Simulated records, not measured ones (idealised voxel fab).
process module | voxel released beams
cross-section cut | 205 nm wide | cells 5 nm
A cross-section is a grid of square cells, given in bands from the top down. A band is one or more rows of cells.
Each band's line starts with the height of the band's top and of its bottom, in nm. Then come its materials from left to right, each with its width in nm. One material with "throughout" fills the band from edge to edge. "air" is empty space.
Height 0 is the level under which the wafer as received is all one material. The lowest band goes on downwards, as in "0 down".
A width such as "30 to 40" changes by the same amount from each row of cells to the next, from the band's top row to its bottom row.
"no change" after a step means that no cell of the cross-section changed.
closed voids: empty space of 8 cells or more with no open way to the top, each as width x height at its distance from the left edge, in nm
after a step's settings: what the simulator itself notes on the step
overlay nm, on a step with a mask: how far to the right of its planned place the mask lay; to the left if negative
plan
1 op RECEIVE | material Si
2 op CONFORMAL_DEP | material Al2O3 | thk nm 10
3 op DIRECTIONAL_DEP | material SiO2 | thk nm 10
4 op DIRECTIONAL_DEP | material aC | thk nm 10
5 op PATTERN | tone open | mask id ANCHOR | material resist | width nm 35 | thk nm 25 | overlay nm 0
6 op DIRECTIONAL_ETCH | etch materials aC | depth nm 10
7 op STRIP | etch materials resist
8 op DIRECTIONAL_ETCH | etch materials SiO2 | depth nm 10
9 op STRIP | etch materials aC
10 op CONFORMAL_DEP | material polySi | thk nm 15
11 op MASKED_ETCH | tone cover | mask id BEAM | width nm 85 | etch materials polySi | depth nm 15 | overlay nm 0
12 op STRIP | etch materials SiO2
first wafer, as planned
as received, after step 1
  0 down: Si throughout
  closed voids: none
after step 2
  10 to 0: Al2O3 throughout
  below 0: unchanged
after step 3
  20 to 10: SiO2 throughout
  below 10: unchanged
after step 4
  30 to 20: aC throughout
  below 20: unchanged
after step 5
  55 to 30: resist 60 | air 35 | resist 110
  below 30: unchanged
after step 6
  45 to 30: resist 60 | air 35 | resist 110
  30 to 20: aC 60 | air 35 | aC 110
  below 20: unchanged
after step 7
  30 to 20: aC 60 | air 35 | aC 110
  below 20: unchanged
after step 8
  30 to 20: aC 60 | air 35 | aC 110
  20 to 10: SiO2 60 | air 35 | SiO2 110
  below 10: unchanged
after step 9
  20 to 10: SiO2 60 | air 35 | SiO2 110
  below 10: unchanged
after step 10
  35 to 25: polySi 75 | air 5 | polySi 125
  25 to 20: polySi throughout
  20 to 10: SiO2 60 | polySi 35 | SiO2 110
  below 10: unchanged
after step 11
  35 to 25: air 55 | polySi 20 | air 5 | polySi 60 | air 65
  25 to 20: air 55 | polySi 85 | air 65
  below 20: unchanged
after step 12
  35 to 25: air 55 | polySi 20 | air 5 | polySi 60 | air 65
  25 to 20: air 55 | polySi 85 | air 65
  20 to 10: air 60 | polySi 35 | air 110
  below 10: unchanged
second wafer: like start, like plan, one mistake. Through step 10 it matches the first wafer
when step 11 should have ended
  35 to 20: polySi 55 | air 85 | polySi 65
  20 to 10: SiO2 60 | polySi 15 | air 5 | polySi 15 | SiO2 110
  below 10: unchanged
when step 12 should have ended
  20 to 10: air 60 | polySi 15 | air 5 | polySi 15 | air 110
  below 10: unchanged
what went wrong: step 11 ran as: op MASKED_ETCH | tone open | mask id BEAM | width nm 85 | etch materials polySi | depth nm 15 | overlay nm 0
at the end the second wafer has, in cells: 51 fewer of polySi
